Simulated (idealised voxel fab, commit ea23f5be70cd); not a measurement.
Name of the process module below: voxel quadruple lines
The cross-section shown here is cut; it is 165 nm wide and divided into square cells measuring 5 nm on a side.
Cross-section = grid of square cells, listed top down in bands; band = one or more rows. Top height, bottom height, nm. Materials left to right, width each, nm. Single material + "all across" = fills band edge to edge. "air" = empty. Heads up on the height convention: 0 is the point under which the incoming wafer is all one material, and the lowest band has no bottom, it just keeps going down, like "0 -> down". The notation "30->40" denotes a width that varies across the rows of cells in the band, beginning at the first number in the top row, finishing at the second number in the bottom row, and changing by an identical amount from each row to the next. It should be understood that the words "no alterations made", when stated for a given step, signify that the cross-section underwent no change in any of its cells during that step. Reported under the label "Completely enclosed voids" are the empty spaces having no open way to the top and comprising 8 cells or more; the notation for each is width x height at distance, in which the distance is measured from the left edge and all three values are in nm. Post-settings text on a step line: simulator's own remark regarding the step. overlay nm: mask offset rightward from planned place, masked step; negative means leftward offset.

-- Planned process steps
1,RECEIVE,material Si
2,CONFORMAL_DEP,material SiO2,thk nm 10
3,DIRECTIONAL_DEP,material Ru,thk nm 10
4,DIRECTIONAL_DEP,material polySi,thk nm 20
5,DIRECTIONAL_DEP,material aC,thk nm 25
6,PATTERN,tone cover,mask id MANDREL,material resist,width nm 25,thk nm 35,overlay nm 0
7,DIRECTIONAL_ETCH,etch materials aC,depth nm 25
8,STRIP,etch materials resist
9,CONFORMAL_DEP,material SiO2,thk nm 15
10,DIRECTIONAL_ETCH,etch materials SiO2,depth nm 15
11,STRIP,etch materials aC
12,DIRECTIONAL_ETCH,etch materials polySi,depth nm 20
13,STRIP,etch materials SiO2
14,CONFORMAL_DEP,material SiN,thk nm 5
15,DIRECTIONAL_ETCH,etch materials SiN,depth nm 5
16,STRIP,etch materials polySi
17,DIRECTIONAL_ETCH,etch materials Ru,depth nm 10
18,STRIP,etch materials SiN
19,FILL_DEP,material lowk,thk nm 10
20,CMP,height nm 20

-- First of two wafers - as planned

-- Cross-section of the wafer upon arrival, representing the state reached after step 1
0 -> down  Si all across
Completely enclosed voids: none

-- The wafer, seen in cross-section, after step 2
10 -> 0  SiO2 all across
Anything lower than 0 is untouched.

-- The wafer, seen in cross-section, after step 3
20 -> 10  Ru all across
Anything lower than 10 is untouched.

-- The wafer, seen in cross-section, after step 4
40 -> 20  polySi all across
Anything lower than 20 is untouched.

-- The wafer, seen in cross-section, after step 5
65 -> 40  aC all across
Anything lower than 40 is untouched.

-- The wafer, seen in cross-section, after step 6
100 -> 65  air: 70; resist: 25; air: 70
Anything lower than 65 is untouched.

-- The wafer, seen in cross-section, after step 7
75 -> 65  air: 70; resist: 25; air: 70
65 -> 40  air: 70; aC: 25; air: 70
Anything lower than 40 is untouched.

-- The wafer, seen in cross-section, after step 8
65 -> 40  air: 70; aC: 25; air: 70
Anything lower than 40 is untouched.

-- The wafer, seen in cross-section, after step 9
80 -> 65  air: 55; SiO2: 55; air: 55
65 -> 55  air: 55; SiO2: 15; aC: 25; SiO2: 15; air: 55
55 -> 40  SiO2: 70; aC: 25; SiO2: 70
Anything lower than 40 is untouched.

-- The wafer, seen in cross-section, after step 10
65 -> 40  air: 55; SiO2: 15; aC: 25; SiO2: 15; air: 55
Anything lower than 40 is untouched.

-- The wafer, seen in cross-section, after step 11
65 -> 40  air: 55; SiO2: 15; air: 25; SiO2: 15; air: 55
Anything lower than 40 is untouched.

-- The wafer, seen in cross-section, after step 12
65 -> 40  air: 55; SiO2: 15; air: 25; SiO2: 15; air: 55
40 -> 20  air: 55; polySi: 15; air: 25; polySi: 15; air: 55
Anything lower than 20 is untouched.

-- The wafer, seen in cross-section, after step 13
40 -> 20  air: 55; polySi: 15; air: 25; polySi: 15; air: 55
Anything lower than 20 is untouched.

-- The wafer, seen in cross-section, after step 14
45 -> 40  air: 50; SiN: 25; air: 15; SiN: 25; air: 50
40 -> 25  air: 50; SiN: 5; polySi: 15; SiN: 5; air: 15; SiN: 5; polySi: 15; SiN: 5; air: 50
25 -> 20  SiN: 55; polySi: 15; SiN: 25; polySi: 15; SiN: 55
Anything lower than 20 is untouched.

-- The wafer, seen in cross-section, after step 15
40 -> 20  air: 50; SiN: 5; polySi: 15; SiN: 5; air: 15; SiN: 5; polySi: 15; SiN: 5; air: 50
Anything lower than 20 is untouched.

-- The wafer, seen in cross-section, after step 16
40 -> 20  air: 50; SiN: 5; air: 15; SiN: 5; air: 15; SiN: 5; air: 15; SiN: 5; air: 50
Anything lower than 20 is untouched.

-- The wafer, seen in cross-section, after step 17
40 -> 20  air: 50; SiN: 5; air: 15; SiN: 5; air: 15; SiN: 5; air: 15; SiN: 5; air: 50
20 -> 10  air: 50; Ru: 5; air: 15; Ru: 5; air: 15; Ru: 5; air: 15; Ru: 5; air: 50
Anything lower than 10 is untouched.

-- The wafer, seen in cross-section, after step 18
20 -> 10  air: 50; Ru: 5; air: 15; Ru: 5; air: 15; Ru: 5; air: 15; Ru: 5; air: 50
Anything lower than 10 is untouched.

-- The wafer, seen in cross-section, after step 19
30 -> 20  lowk all across
20 -> 10  lowk: 50; Ru: 5; lowk: 15; Ru: 5; lowk: 15; Ru: 5; lowk: 15; Ru: 5; lowk: 50
Anything lower than 10 is untouched.

-- The wafer, seen in cross-section, after step 20
20 -> 10  lowk: 50; Ru: 5; lowk: 15; Ru: 5; lowk: 15; Ru: 5; lowk: 15; Ru: 5; lowk: 50
Anything lower than 10 is untouched.

-- The second wafer began exactly as the first did and followed the same plan, but one mistake was made while running it; through step 1 inclusive, the two wafers are identical

-- Cross-section, second wafer, at the end time the plan gives for step 2
10 -> 0  lowk all across
Anything lower than 0 is untouched.

-- Cross-section, second wafer, at the end time the plan gives for step 3
20 -> 10  Ru all across
Anything lower than 10 is untouched.

-- Cross-section, second wafer, at the end time the plan gives for step 4
40 -> 20  polySi all across
Anything lower than 20 is untouched.

-- Cross-section, second wafer, at the end time the plan gives for step 5
65 -> 40  aC all across
Anything lower than 40 is untouched.

-- Cross-section, second wafer, at the end time the plan gives for step 6
100 -> 65  air: 70; resist: 25; air: 70
Anything lower than 65 is untouched.

-- Cross-section, second wafer, at the end time the plan gives for step 7
75 -> 65  air: 70; resist: 25; air: 70
65 -> 40  air: 70; aC: 25; air: 70
Anything lower than 40 is untouched.

-- Cross-section, second wafer, at the end time the plan gives for step 8
65 -> 40  air: 70; aC: 25; air: 70
Anything lower than 40 is untouched.

-- Cross-section, second wafer, at the end time the plan gives for step 9
80 -> 65  air: 55; SiO2: 55; air: 55
65 -> 55  air: 55; SiO2: 15; aC: 25; SiO2: 15; air: 55
55 -> 40  SiO2: 70; aC: 25; SiO2: 70
Anything lower than 40 is untouched.

-- Cross-section, second wafer, at the end time the plan gives for step 10
65 -> 40  air: 55; SiO2: 15; aC: 25; SiO2: 15; air: 55
Anything lower than 40 is untouched.

-- Cross-section, second wafer, at the end time the plan gives for step 11
65 -> 40  air: 55; SiO2: 15; air: 25; SiO2: 15; air: 55
Anything lower than 40 is untouched.

-- Cross-section, second wafer, at the end time the plan gives for step 12
65 -> 40  air: 55; SiO2: 15; air: 25; SiO2: 15; air: 55
40 -> 20  air: 55; polySi: 15; air: 25; polySi: 15; air: 55
Anything lower than 20 is untouched.

-- Cross-section, second wafer, at the end time the plan gives for step 13
40 -> 20  air: 55; polySi: 15; air: 25; polySi: 15; air: 55
Anything lower than 20 is untouched.

-- Cross-section, second wafer, at the end time the plan gives for step 14
45 -> 40  air: 50; SiN: 25; air: 15; SiN: 25; air: 50
40 -> 25  air: 50; SiN: 5; polySi: 15; SiN: 5; air: 15; SiN: 5; polySi: 15; SiN: 5; air: 50
25 -> 20  SiN: 55; polySi: 15; SiN: 25; polySi: 15; SiN: 55
Anything lower than 20 is untouched.

-- Cross-section, second wafer, at the end time the plan gives for step 15
40 -> 20  air: 50; SiN: 5; polySi: 15; SiN: 5; air: 15; SiN: 5; polySi: 15; SiN: 5; air: 50
Anything lower than 20 is untouched.

-- Cross-section, second wafer, at the end time the plan gives for step 16
40 -> 20  air: 50; SiN: 5; air: 15; SiN: 5; air: 15; SiN: 5; air: 15; SiN: 5; air: 50
Anything lower than 20 is untouched.

-- Cross-section, second wafer, at the end time the plan gives for step 17
40 -> 20  air: 50; SiN: 5; air: 15; SiN: 5; air: 15; SiN: 5; air: 15; SiN: 5; air: 50
20 -> 10  air: 50; Ru: 5; air: 15; Ru: 5; air: 15; Ru: 5; air: 15; Ru: 5; air: 50
Anything lower than 10 is untouched.

-- Cross-section, second wafer, at the end time the plan gives for step 18
20 -> 10  air: 50; Ru: 5; air: 15; Ru: 5; air: 15; Ru: 5; air: 15; Ru: 5; air: 50
Anything lower than 10 is untouched.

-- Cross-section, second wafer, at the end time the plan gives for step 19
30 -> 20  lowk all across
20 -> 10  lowk: 50; Ru: 5; lowk: 15; Ru: 5; lowk: 15; Ru: 5; lowk: 15; Ru: 5; lowk: 50
Anything lower than 10 is untouched.

-- Cross-section, second wafer, at the end time the plan gives for step 20
20 -> 10  lowk: 50; Ru: 5; lowk: 15; Ru: 5; lowk: 15; Ru: 5; lowk: 15; Ru: 5; lowk: 50
Anything lower than 10 is untouched.
Want to know what went wrong? so step 2 ended up running with a different setting than we planned, it ran as CONFORMAL_DEP,material lowk,thk nm 10
Materials where the second wafer ends with more or fewer cells than the first: SiO2 -66; lowk +66
